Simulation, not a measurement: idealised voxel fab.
The following process module bears the name voxel transistor to metal.
Section cut is 270 nm wide and gridded with 5 nm square cells.
The cross-sections in this document take the form of a grid made of square cells. They are written out as bands, in order from top to bottom. Each band consists of one or more rows of cells.
Within each band entry, the heights of the top and of the bottom of the band appear first, in that order and in nm; the materials of the band then follow from left to right, each with its corresponding width in nm. The designation "all across" on a single material indicates that it fills the band from edge to edge; the designation "air" indicates empty space.
Height 0 is the level under which the wafer as received is all one material. The lowest band goes on downwards, as in "0..down".
Width "30 to 40": first value at the band's top row of cells, second value at its bottom row, equal change from row to row.
"no alterations made" means the step left every cell of the cross-section as it was.
"Fully sealed cavities" contains a list of empty spaces, each no smaller than 8 cells and without an open way to the top, written in the form width x height at distance with the distance from the left edge and all three in nm.
Step line, after settings: the simulator's comment on this step.
If you see "overlay nm" on a step's line and that step has a mask, it's telling you how far right of where it was planned the mask ended up; a negative number means it went left instead.
# Steps planned for the process
1 op RECEIVE | material Si
2 op OXIDIZE | depth nm 5
3 op CONFORMAL_DEP | material SiN | thk nm 15
4 op DIRECTIONAL_DEP | material aC | thk nm 10
5 op PATTERN | tone cover | mask id ACTIVE | material resist | width nm 105 | pitch nm 135 | thk nm 30 | overlay nm 0
6 op DIRECTIONAL_ETCH | etch materials aC | depth nm 10
7 op STRIP | etch materials resist
8 op DIRECTIONAL_ETCH | etch materials SiN | depth nm 15
9 op DIRECTIONAL_ETCH | etch materials SiO2 | depth nm 5
10 op DIRECTIONAL_ETCH | etch materials Si | depth nm 35
11 op STRIP | etch materials aC
12 op OXIDIZE | depth nm 5
13 op FILL_DEP | material SiO2 | thk nm 15
14 op CMP | height nm 15
15 op SELECTIVE_ETCH | etch materials SiO2 | depth nm 15
16 op STRIP | etch materials SiN
17 op SELECTIVE_ETCH | etch materials SiO2 | depth nm 5
18 op OXIDIZE | depth nm 5
19 op DIRECTIONAL_DEP | material polySi | thk nm 25
20 op DIRECTIONAL_DEP | material SiCN | thk nm 10
21 op PATTERN | tone cover | mask id GATE | material resist | width nm 25 | pitch nm 135 | thk nm 15 | overlay nm 0
22 op DIRECTIONAL_ETCH | etch materials SiCN | depth nm 20
23 op DIRECTIONAL_ETCH | etch materials polySi | depth nm 35
24 op STRIP | etch materials resist
25 op CONFORMAL_DEP | material SiO2 | thk nm 5
26 op DIRECTIONAL_ETCH | etch materials SiO2 | depth nm 5
27 op CONFORMAL_DEP | material SiN | thk nm 5
28 op DIRECTIONAL_ETCH | etch materials SiN | depth nm 5
29 op DIRECTIONAL_ETCH | etch materials SiO2 | depth nm 5
30 op DIRECTIONAL_ETCH | etch materials Si | depth nm 10
31 op EPI | material pSi | thk nm 15
32 op FILL_DEP | material SiO2 | thk nm 5
33 op CMP | height nm 30
34 op DIRECTIONAL_DEP | material SiO2 | thk nm 10
35 op MASKED_ETCH | tone open | mask id CONTACT | width nm 15 | etch materials SiO2 | depth nm 45 | overlay nm 0
36 op CONFORMAL_DEP | material TiN | thk nm 5
37 op FILL_DEP | material W | thk nm 10
38 op CMP | height nm 40
39 op DIRECTIONAL_DEP | material TiN | thk nm 5
40 op DIRECTIONAL_DEP | material W | thk nm 25
41 op PATTERN | tone cover | mask id METAL_1 | material resist | width nm 15 | thk nm 20 | overlay nm 0
42 op DIRECTIONAL_ETCH | etch materials W | depth nm 25
43 op DIRECTIONAL_ETCH | etch materials TiN | depth nm 5
44 op STRIP | etch materials resist
45 op CONFORMAL_DEP | material SiCN | thk nm 5
46 op FILL_DEP | material SiO2 | thk nm 5
47 op CMP | height nm 70
48 op CONFORMAL_DEP | material SiCN | thk nm 5
# Received-state cross-section, reflecting completion of step 1
0..down  Si all across
Fully sealed cavities: none
# As-planned run: cross-section of the first of two wafers at end of module
75..70  SiCN all across
70..45  15 of SiO2 / 5 of SiCN / 15 of W / 5 of SiCN / 55 of SiO2 / 5 of SiCN / 15 of W / 5 of SiCN / 30 of SiO2 / 5 of SiCN / 15 of W / 5 of SiCN / 55 of SiO2 / 5 of SiCN / 15 of W / 5 of SiCN / 15 of SiO2
45..40  20 of SiCN / 15 of TiN / 65 of SiCN / 15 of TiN / 40 of SiCN / 15 of TiN / 65 of SiCN / 15 of TiN / 20 of SiCN
40..30  20 of SiO2 / 5 of TiN / 5 of W / 5 of TiN / 65 of SiO2 / 5 of TiN / 5 of W / 5 of TiN / 40 of SiO2 / 5 of TiN / 5 of W / 5 of TiN / 65 of SiO2 / 5 of TiN / 5 of W / 5 of TiN / 20 of SiO2
30..20  20 of SiO2 / 5 of TiN / 5 of W / 5 of TiN / 10 of SiO2 / 5 of SiN / 5 of SiO2 / 25 of SiCN / 5 of SiO2 / 5 of SiN / 10 of SiO2 / 5 of TiN / 5 of W / 5 of TiN / 40 of SiO2 / 5 of TiN / 5 of W / 5 of TiN / 10 of SiO2 / 5 of SiN / 5 of SiO2 / 25 of SiCN / 5 of SiO2 / 5 of SiN / 10 of SiO2 / 5 of TiN / 5 of W / 5 of TiN / 20 of SiO2
20..10  20 of SiO2 / 5 of TiN / 5 of W / 5 of TiN / 10 of SiO2 / 5 of SiN / 5 of SiO2 / 25 of polySi / 5 of SiO2 / 5 of SiN / 10 of SiO2 / 5 of TiN / 5 of W / 5 of TiN / 40 of SiO2 / 5 of TiN / 5 of W / 5 of TiN / 10 of SiO2 / 5 of SiN / 5 of SiO2 / 25 of polySi / 5 of SiO2 / 5 of SiN / 10 of SiO2 / 5 of TiN / 5 of W / 5 of TiN / 20 of SiO2
10..5  20 of SiO2 / 15 of TiN / 10 of SiO2 / 5 of SiN / 5 of SiO2 / 25 of polySi / 5 of SiO2 / 5 of SiN / 10 of SiO2 / 15 of TiN / 40 of SiO2 / 15 of TiN / 10 of SiO2 / 5 of SiN / 5 of SiO2 / 25 of polySi / 5 of SiO2 / 5 of SiN / 10 of SiO2 / 15 of TiN / 20 of SiO2
5..-5  20 of SiO2 / 10 of TiN / 15 of pSi / 5 of SiN / 5 of SiO2 / 25 of polySi / 5 of SiO2 / 5 of SiN / 15 of pSi / 10 of TiN / 40 of SiO2 / 10 of TiN / 15 of pSi / 5 of SiN / 5 of SiO2 / 25 of polySi / 5 of SiO2 / 5 of SiN / 15 of pSi / 10 of TiN / 20 of SiO2
-5..-10  15 of SiO2 / 30 of pSi / 45 of SiO2 / 30 of pSi / 30 of SiO2 / 30 of pSi / 45 of SiO2 / 30 of pSi / 15 of SiO2
-10..-20  20 of SiO2 / 25 of pSi / 45 of Si / 25 of pSi / 40 of SiO2 / 25 of pSi / 45 of Si / 25 of pSi / 20 of SiO2
-20..-45  20 of SiO2 / 95 of Si / 40 of SiO2 / 95 of Si / 20 of SiO2
-45..down  Si all across
Fully sealed cavities: none
# Wafer two, end of module, cross-section. Same start, same plan as wafer one. One mistake in the run
75..70  SiCN all across
70..65  20 of SiCN / 15 of TiN / 65 of SiCN / 15 of TiN / 40 of SiCN / 15 of TiN / 65 of SiCN / 15 of TiN / 20 of SiCN
65..40  W all across
40..30  20 of SiO2 / 5 of TiN / 5 of W / 5 of TiN / 65 of SiO2 / 5 of TiN / 5 of W / 5 of TiN / 40 of SiO2 / 5 of TiN / 5 of W / 5 of TiN / 65 of SiO2 / 5 of TiN / 5 of W / 5 of TiN / 20 of SiO2
30..20  20 of SiO2 / 5 of TiN / 5 of W / 5 of TiN / 10 of SiO2 / 5 of SiN / 5 of SiO2 / 25 of SiCN / 5 of SiO2 / 5 of SiN / 10 of SiO2 / 5 of TiN / 5 of W / 5 of TiN / 40 of SiO2 / 5 of TiN / 5 of W / 5 of TiN / 10 of SiO2 / 5 of SiN / 5 of SiO2 / 25 of SiCN / 5 of SiO2 / 5 of SiN / 10 of SiO2 / 5 of TiN / 5 of W / 5 of TiN / 20 of SiO2
20..10  20 of SiO2 / 5 of TiN / 5 of W / 5 of TiN / 10 of SiO2 / 5 of SiN / 5 of SiO2 / 25 of polySi / 5 of SiO2 / 5 of SiN / 10 of SiO2 / 5 of TiN / 5 of W / 5 of TiN / 40 of SiO2 / 5 of TiN / 5 of W / 5 of TiN / 10 of SiO2 / 5 of SiN / 5 of SiO2 / 25 of polySi / 5 of SiO2 / 5 of SiN / 10 of SiO2 / 5 of TiN / 5 of W / 5 of TiN / 20 of SiO2
10..5  20 of SiO2 / 15 of TiN / 10 of SiO2 / 5 of SiN / 5 of SiO2 / 25 of polySi / 5 of SiO2 / 5 of SiN / 10 of SiO2 / 15 of TiN / 40 of SiO2 / 15 of TiN / 10 of SiO2 / 5 of SiN / 5 of SiO2 / 25 of polySi / 5 of SiO2 / 5 of SiN / 10 of SiO2 / 15 of TiN / 20 of SiO2
5..-5  20 of SiO2 / 10 of TiN / 15 of pSi / 5 of SiN / 5 of SiO2 / 25 of polySi / 5 of SiO2 / 5 of SiN / 15 of pSi / 10 of TiN / 40 of SiO2 / 10 of TiN / 15 of pSi / 5 of SiN / 5 of SiO2 / 25 of polySi / 5 of SiO2 / 5 of SiN / 15 of pSi / 10 of TiN / 20 of SiO2
-5..-10  15 of SiO2 / 30 of pSi / 45 of SiO2 / 30 of pSi / 30 of SiO2 / 30 of pSi / 45 of SiO2 / 30 of pSi / 15 of SiO2
-10..-20  20 of SiO2 / 25 of pSi / 45 of Si / 25 of pSi / 40 of SiO2 / 25 of pSi / 45 of Si / 25 of pSi / 20 of SiO2
-20..-45  20 of SiO2 / 95 of Si / 40 of SiO2 / 95 of Si / 20 of SiO2
-45..down  Si all across
Fully sealed cavities: none
What went wrong in running the wafer? a sequencing error occurred in which plan steps 39 and 40 were transposed
End check, counted in cells, second wafer has more or fewer of these materials than the first: 40 fewer of SiCN | 170 fewer of SiO2 | 210 more of W
